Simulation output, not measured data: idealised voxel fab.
The process module presented herein is designated voxel self aligned vias.
Xsec cut, 225 nm wide, square cell size 5 nm.
Format of a cross-section: grid, square cells. Given as bands. Order: top down. Band: one or more rows of cells.
Heights first: top, then bottom, in nm. Then materials, left to right, each with a width in nm. "edge to edge" on a single material: fills the band edge to edge. "blank": empty space.
Heights are expressed relative to 0, this being the level below which the as-received wafer comprises one material exclusively. The lowest band is unbounded in the downward direction and is denoted as in "z 0 and below".
Quick explanation for "30 to 40": the width changes in equal steps down the rows of cells, from the first number in the band's top row to the second number in its bottom row.
The cross-section has no changed cell in any step marked "left unchanged".
"Enclosed void listing" specifies each empty space that is not open to the top and that occupies no fewer than 8 cells, using the form width x height at distance, the distance measured from the left edge and all three quantities in nm.
Note: text after step settings on the step line = simulator remark on that step.
overlay nm: mask right of planned place by this much (step with mask). Neg. = left.
LISTED BELOW ARE THE PROCESS STEPS AS PLANNED
1: RECEIVE | material Si
2: CONFORMAL_DEP | material SiO2 | thk nm 15
3: CONFORMAL_DEP | material SiCN | thk nm 5
4: DIRECTIONAL_DEP | material SiO2 | thk nm 20
5: DIRECTIONAL_DEP | material aC | thk nm 10
6: PATTERN | tone open | mask id LINES | material resist | width nm 20 | pitch nm 45 | thk nm 30 | overlay nm -15
7: DIRECTIONAL_ETCH | etch materials aC | depth nm 10
8: STRIP | etch materials resist
9: DIRECTIONAL_ETCH | etch materials SiO2 | depth nm 20
10: STRIP | etch materials aC
11: CONFORMAL_DEP | material TiN | thk nm 5
12: FILL_DEP | material Ru | thk nm 5
13: CMP | height nm 40
14: SELECTIVE_ETCH | etch materials W Ru TiN | depth nm 10
15: FILL_DEP | material SiN | thk nm 10
16: CMP | height nm 40
17: DIRECTIONAL_DEP | material SiO2 | thk nm 20
18: MASKED_ETCH | tone open | mask id VIAS | width nm 30 | pitch nm 90 | etch materials SiO2 | depth nm 20 | overlay nm 0
19: MASKED_ETCH | tone open | mask id VIAS | width nm 30 | pitch nm 90 | etch materials SiN | depth nm 10 | overlay nm 0
20: CONFORMAL_DEP | material TiN | thk nm 5
21: FILL_DEP | material W | thk nm 10
22: CMP | height nm 60
23: CONFORMAL_DEP | material SiCN | thk nm 5
Where the wafers of this document differ is in the overlay nm of step 6; they start out the same, and the plan states the value that applied to the first wafer.
STEP 1 COMPLETE: AS-RECEIVED CROSS-SECTION OF THE FIRST OF SEVERAL WAFERS
* z 0 and below  Si edge to edge
* Enclosed void listing: none
TABLE: WAFERS, A ROW EACH; END-OF-MODULE CELL CHANGE PER MATERIAL SINCE RECEIPT, GAIN (+), LOSS (-); THEN CLOSED VOIDS
overlay nm -15 | +6 Ru | +90 SiCN | +16 SiN | +399 SiO2 | +50 TiN | +24 W | Enclosed void listing: none
overlay nm -10 | +6 Ru | +90 SiCN | +12 SiN | +399 SiO2 | +50 TiN | +28 W | Enclosed void listing: none
overlay nm -5 | +6 Ru | +90 SiCN | +8 SiN | +399 SiO2 | +50 TiN | +32 W | Enclosed void listing: none
overlay nm 0 | +6 Ru | +90 SiCN | +8 SiN | +399 SiO2 | +50 TiN | +32 W | Enclosed void listing: none
overlay nm 5 | +6 Ru | +90 SiCN | +8 SiN | +399 SiO2 | +50 TiN | +32 W | Enclosed void listing: none
overlay nm 10 | +6 Ru | +90 SiCN | +12 SiN | +399 SiO2 | +50 TiN | +28 W | Enclosed void listing: none
overlay nm 15 | +6 Ru | +90 SiCN | +16 SiN | +399 SiO2 | +50 TiN | +24 W | Enclosed void listing: none
